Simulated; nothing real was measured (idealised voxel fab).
A process module follows: voxel quadruple lines.
We display cut, a cross-section 200 nm in width whose square cells are each 5 nm.
For the purposes of this document, a cross-section shall be understood as a grid of square cells, specified as bands listed in top-to-bottom order, each band consisting of one or more rows of cells. Band: top height; bottom height; in nm. Then, left to right: material with width in nm, for each material. "all across": a single material spanning edge to edge. "empty": empty space. The level at which height equals 0 is the one under which the wafer, as it arrives, is entirely one material. No lower edge exists for the bottom band, which continues downward and is notated as in "0 down". The width entry "30..40" should be interpreted row by row: the top row of cells in the band takes the first number, the bottom row takes the second number, and the change between adjacent rows is uniform throughout. Any step labelled "nothing altered" changed none of the cells in the cross-section. Empty spaces counting at least 8 cells and having no open way to the top are listed in "Non-vented voids". The notation width x height at distance is used for each, the distance being from the left edge and all three values in nm. On each step's line, the part that comes after the settings is the simulator's own comment on the step. When a step includes a mask, the "overlay nm" setting on its line states how far to the right of its planned place that mask lay, and negative values state how far to the left.
**Process steps - plan**
1,RECEIVE (material Si)
2,CONFORMAL_DEP (material Al2O3; thk nm 10)
3,DIRECTIONAL_DEP (material TiN; thk nm 10)
4,DIRECTIONAL_DEP (material polySi; thk nm 15)
5,DIRECTIONAL_DEP (material aC; thk nm 20)
6,PATTERN (tone cover; mask id MANDREL; material resist; width nm 30; thk nm 30; overlay nm 0)
7,DIRECTIONAL_ETCH (etch materials aC; depth nm 20)
8,STRIP (etch materials resist)
9,CONFORMAL_DEP (material SiO2; thk nm 10)
10,DIRECTIONAL_ETCH (etch materials SiO2; depth nm 10)
11,STRIP (etch materials aC)
12,DIRECTIONAL_ETCH (etch materials polySi; depth nm 15)
13,STRIP (etch materials SiO2)
14,CONFORMAL_DEP (material SiCN; thk nm 10)
15,DIRECTIONAL_ETCH (etch materials SiCN; depth nm 10)
16,STRIP (etch materials polySi)
17,DIRECTIONAL_ETCH (etch materials TiN; depth nm 10)
18,STRIP (etch materials SiCN)
**Cross-section of the wafer as it came to us, i.e., already through step 1**
	0 down  Si all across
	Non-vented voids: none
**Wafer at module end, in section. Began as above, planned as above, run with one mistake**
	55 to 45  empty (75); TiN (10); aC (30); TiN (10); empty (75)
	45 to 35  empty (65); TiN (20); aC (30); TiN (20); empty (65)
	35 to 20  polySi all across
	20 to 10  TiN all across
	10 to 0  Al2O3 all across
	0 down  Si all across
	Non-vented voids: none
Which mistake was made when the wafer was run? step 9 was not run as planned; what actually ran was CONFORMAL_DEP (material TiN; thk nm 10)
